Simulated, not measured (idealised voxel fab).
process module | voxel released beams
cross-section cut | 160 nm wide | cells 5 nm
A cross-section is a grid of square cells, given in bands from the top down. A band is one or more rows of cells.
Each band's line starts with the height of the band's top and of its bottom, in nm. Then come its materials from left to right, each with its width in nm. One material with "throughout" fills the band from edge to edge. "air" is empty space.
Height 0 is the level under which the wafer as received is all one material. The lowest band goes on downwards, as in "0 down".
A width such as "30 to 40" changes by the same amount from each row of cells to the next, from the band's top row to its bottom row.
"no change" after a step means that no cell of the cross-section changed.
closed voids: empty space of 8 cells or more with no open way to the top, each as width x height at its distance from the left edge, in nm
after a step's settings: what the simulator itself notes on the step
overlay nm, on a step with a mask: how far to the right of its planned place the mask lay; to the left if negative
plan
1 op RECEIVE | material Si
2 op CONFORMAL_DEP | material Al2O3 | thk nm 10
3 op DIRECTIONAL_DEP | material SiO2 | thk nm 20
4 op PATTERN | tone open | mask id ANCHOR | material resist | width nm 30 | thk nm 15 | overlay nm 0
5 op DIRECTIONAL_ETCH | etch materials SiO2 | depth nm 20
6 op STRIP | etch materials resist
7 op CONFORMAL_DEP | material SiN | thk nm 10
8 op PATTERN | tone cover | mask id BEAM | material resist | width nm 115 | thk nm 20 | overlay nm 0
9 op DIRECTIONAL_ETCH | etch materials SiN | depth nm 10
10 op STRIP | etch materials resist
11 op STRIP | etch materials SiO2
first wafer, as planned
as received, after step 1
  0 down: Si throughout
  closed voids: none
after step 2
  10 to 0: Al2O3 throughout
  below 0: unchanged
after step 3
  30 to 10: SiO2 throughout
  below 10: unchanged
after step 4
  45 to 30: resist 25 | air 30 | resist 105
  below 30: unchanged
after step 5
  45 to 30: resist 25 | air 30 | resist 105
  30 to 10: SiO2 25 | air 30 | SiO2 105
  below 10: unchanged
after step 6
  30 to 10: SiO2 25 | air 30 | SiO2 105
  below 10: unchanged
after step 7
  40 to 30: SiN 35 | air 10 | SiN 115
  30 to 20: SiO2 25 | SiN 10 | air 10 | SiN 10 | SiO2 105
  20 to 10: SiO2 25 | SiN 30 | SiO2 105
  below 10: unchanged
after step 8
  60 to 40: air 20 | resist 115 | air 25
  40 to 30: SiN 35 | resist 10 | SiN 115
  30 to 20: SiO2 25 | SiN 10 | resist 10 | SiN 10 | SiO2 105
  below 20: unchanged
after step 9
  60 to 40: air 20 | resist 115 | air 25
  40 to 30: air 20 | SiN 15 | resist 10 | SiN 90 | air 25
  below 30: unchanged
after step 10
  40 to 30: air 20 | SiN 15 | air 10 | SiN 90 | air 25
  30 to 20: SiO2 25 | SiN 10 | air 10 | SiN 10 | SiO2 105
  below 20: unchanged
after step 11
  40 to 30: air 20 | SiN 15 | air 10 | SiN 90 | air 25
  30 to 20: air 25 | SiN 10 | air 10 | SiN 10 | air 105
  20 to 10: air 25 | SiN 30 | air 105
  below 10: unchanged
second wafer: like start, like plan, one mistake. Through step 3 it matches the first wafer
when step 4 should have ended
  45 to 30: resist 20 | air 30 | resist 110
  below 30: unchanged
when step 5 should have ended
  45 to 30: resist 20 | air 30 | resist 110
  30 to 10: SiO2 20 | air 30 | SiO2 110
  below 10: unchanged
when step 6 should have ended
  30 to 10: SiO2 20 | air 30 | SiO2 110
  below 10: unchanged
when step 7 should have ended
  40 to 30: SiN 30 | air 10 | SiN 120
  30 to 20: SiO2 20 | SiN 10 | air 10 | SiN 10 | SiO2 110
  20 to 10: SiO2 20 | SiN 30 | SiO2 110
  below 10: unchanged
when step 8 should have ended
  60 to 40: air 20 | resist 115 | air 25
  40 to 30: SiN 30 | resist 10 | SiN 120
  30 to 20: SiO2 20 | SiN 10 | resist 10 | SiN 10 | SiO2 110
  below 20: unchanged
when step 9 should have ended
  60 to 40: air 20 | resist 115 | air 25
  40 to 30: air 20 | SiN 10 | resist 10 | SiN 95 | air 25
  below 30: unchanged
when step 10 should have ended
  40 to 30: air 20 | SiN 10 | air 10 | SiN 95 | air 25
  30 to 20: SiO2 20 | SiN 10 | air 10 | SiN 10 | SiO2 110
  below 20: unchanged
when step 11 should have ended
  40 to 30: air 20 | SiN 10 | air 10 | SiN 95 | air 25
  30 to 20: air 20 | SiN 10 | air 10 | SiN 10 | air 110
  20 to 10: air 20 | SiN 30 | air 110
  below 10: unchanged
what went wrong: step 4 ran as: op PATTERN | tone open | mask id ANCHOR | material resist | width nm 30 | thk nm 15 | overlay nm -5
at the end the second wafer has, in cells: as many of each material as the first, in other places
